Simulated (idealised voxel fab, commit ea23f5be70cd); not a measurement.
process module | voxel wiring stack
cross-section cut | 220 nm wide | cells 5 nm
A cross-section is a grid of square cells, given in bands from the top down. A band is one or more rows of cells.
Each band's line starts with the height of the band's top and of its bottom, in nm. Then come its materials from left to right, each with its width in nm. One material with "throughout" fills the band from edge to edge. "air" is empty space.
Height 0 is the level under which the wafer as received is all one material. The lowest band goes on downwards, as in "0 down".
A width such as "30 to 40" changes by the same amount from each row of cells to the next, from the band's top row to its bottom row.
"no change" after a step means that no cell of the cross-section changed.
closed voids: empty space of 8 cells or more with no open way to the top, each as width x height at its distance from the left edge, in nm
after a step's settings: what the simulator itself notes on the step
overlay nm, on a step with a mask: how far to the right of its planned place the mask lay; to the left if negative
plan
1 op RECEIVE | material Si
2 op CONFORMAL_DEP | material SiO2 | thk nm 15
3 op CONFORMAL_DEP | material SiN | thk nm 5
4 op DIRECTIONAL_DEP | material SiO2 | thk nm 25
5 op PATTERN | tone open | mask id METAL_1 | material resist | width nm 25 | pitch nm 50 | thk nm 20 | overlay nm 0
6 op DIRECTIONAL_ETCH | etch materials SiO2 | depth nm 25
7 op DIRECTIONAL_ETCH | etch materials SiN | depth nm 5
8 op STRIP | etch materials resist
9 op CONFORMAL_DEP | material TiN | thk nm 5
10 op FILL_DEP | material W | thk nm 5
11 op CMP | height nm 45
12 op CONFORMAL_DEP | material SiCN | thk nm 5
13 op DIRECTIONAL_DEP | material SiO2 | thk nm 10
14 op PATTERN | tone open | mask id PLUG_1 | material resist | width nm 15 | pitch nm 50 | thk nm 20 | overlay nm 0
15 op DIRECTIONAL_ETCH | etch materials SiO2 | depth nm 10
16 op DIRECTIONAL_ETCH | etch materials SiCN | depth nm 5
17 op STRIP | etch materials resist
18 op EPI | material Ru | thk nm 10
19 op EPI | material Ru | thk nm 5
20 op DIRECTIONAL_DEP | material TiN | thk nm 5
21 op DIRECTIONAL_DEP | material Ru | thk nm 25
22 op PATTERN | tone cover | mask id METAL_2 | material resist | width nm 25 | pitch nm 50 | thk nm 15 | overlay nm -15
23 op DIRECTIONAL_ETCH | etch materials Ru | depth nm 25
24 op DIRECTIONAL_ETCH | etch materials TiN | depth nm 5
25 op STRIP | etch materials resist
26 op FILL_DEP | material SiO2 | thk nm 10
27 op CMP | height nm 90
28 op CONFORMAL_DEP | material SiN | thk nm 5
varied across the wafers: overlay nm of step 22. The plan shows the first wafer's value. All wafers start alike
first wafer as received, after step 1
  0 down: Si throughout
  closed voids: none
each wafer at the end: cells of each material gained (+) or lost (-) since it was received, then its closed voids
overlay nm -15 | +68 Ru | +38 SiCN | +78 SiN | +582 SiO2 | +40 TiN | +30 W | closed voids: none
overlay nm -10 | +68 Ru | +38 SiCN | +78 SiN | +582 SiO2 | +40 TiN | +30 W | closed voids: none
overlay nm -5 | +68 Ru | +38 SiCN | +78 SiN | +582 SiO2 | +40 TiN | +30 W | closed voids: none
overlay nm 0 | +68 Ru | +38 SiCN | +78 SiN | +582 SiO2 | +40 TiN | +30 W | closed voids: none
overlay nm 5 | +68 Ru | +38 SiCN | +78 SiN | +582 SiO2 | +40 TiN | +30 W | closed voids: none
overlay nm 10 | +68 Ru | +38 SiCN | +78 SiN | +582 SiO2 | +40 TiN | +30 W | closed voids: none
overlay nm 15 | +68 Ru | +38 SiCN | +78 SiN | +582 SiO2 | +40 TiN | +30 W | closed voids: none
